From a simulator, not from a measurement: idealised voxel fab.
This section sets out a process module, namely voxel double patterning.
265 nm wide, 5 nm square cells: that's cross-section cut.
The cross-sections in this document take the form of a grid made of square cells. They are written out as bands, in order from top to bottom. Each band consists of one or more rows of cells. Each band's line starts with the height of the band's top and of its bottom, in nm. Then come its materials from left to right, each with its width in nm. One material with "full width" fills the band from edge to edge. "air" is empty space. The level at which height equals 0 is the one under which the wafer, as it arrives, is entirely one material. No lower edge exists for the bottom band, which continues downward and is notated as in "0 and below". Graded width ("30..40"): value in top row of band = first number; value in bottom row = second number; row-to-row change constant. When a step is marked "stayed the same", none of the cells in the cross-section changed during that step. The entry titled "Fully sealed cavities" provides the empty spaces that have no open way to the top, restricted to those of 8 cells or more. Each is presented as width x height at distance, the distance being measured from the left edge, with all three in nm. On each step's line, the part that comes after the settings is the simulator's own comment on the step. Among the settings permitted on a step's line is "overlay nm"; applied to a step with a mask, it specifies the extent to which the mask lay to the right of its planned position, whereas a negative figure signifies a position to the left.

### Planned step list for the process
step 1: RECEIVE,material Si
step 2: CONFORMAL_DEP,material SiO2,thk nm 10
step 3: DIRECTIONAL_DEP,material W,thk nm 20
step 4: DIRECTIONAL_DEP,material SiCN,thk nm 10
step 5: DIRECTIONAL_DEP,material aC,thk nm 10
step 6: PATTERN,tone open,mask id FIRST,material resist,width nm 15,pitch nm 50,thk nm 30,overlay nm 0
step 7: DIRECTIONAL_ETCH,etch materials aC,depth nm 10
step 8: STRIP,etch materials resist
step 9: DIRECTIONAL_ETCH,etch materials SiCN,depth nm 10
step 10: STRIP,etch materials aC
step 11: MASKED_ETCH,tone open,mask id SECOND,width nm 15,etch materials SiCN,depth nm 10,overlay nm 0
step 12: DIRECTIONAL_ETCH,etch materials W,depth nm 20
step 13: STRIP,etch materials SiCN

### Cross-section of the incoming wafer, state after step 1
    0 and below  Si full width
    Fully sealed cavities: none

### First of two wafers at the end of the module, shown in cross-section; run carried out as planned
    30 down to 10  100 of W  15 of air  10 of W  15 of air  10 of W  15 of air  100 of W
    10 down to 0  SiO2 full width
    0 and below  Si full width
    Fully sealed cavities: none

### End of module, second wafer, cross-section. Started like the first, planned like the first, run with one mistake
    30 down to 20  SiO2 full width
    20 down to 0  W full width
    0 and below  Si full width
    Fully sealed cavities: none
What was done differently from what was planned? the processing plan was not followed for steps 2 and 3, which were run with their positions exchanged
At the finish, the second wafer shows more or fewer cells for some materials than the first does: +36 W
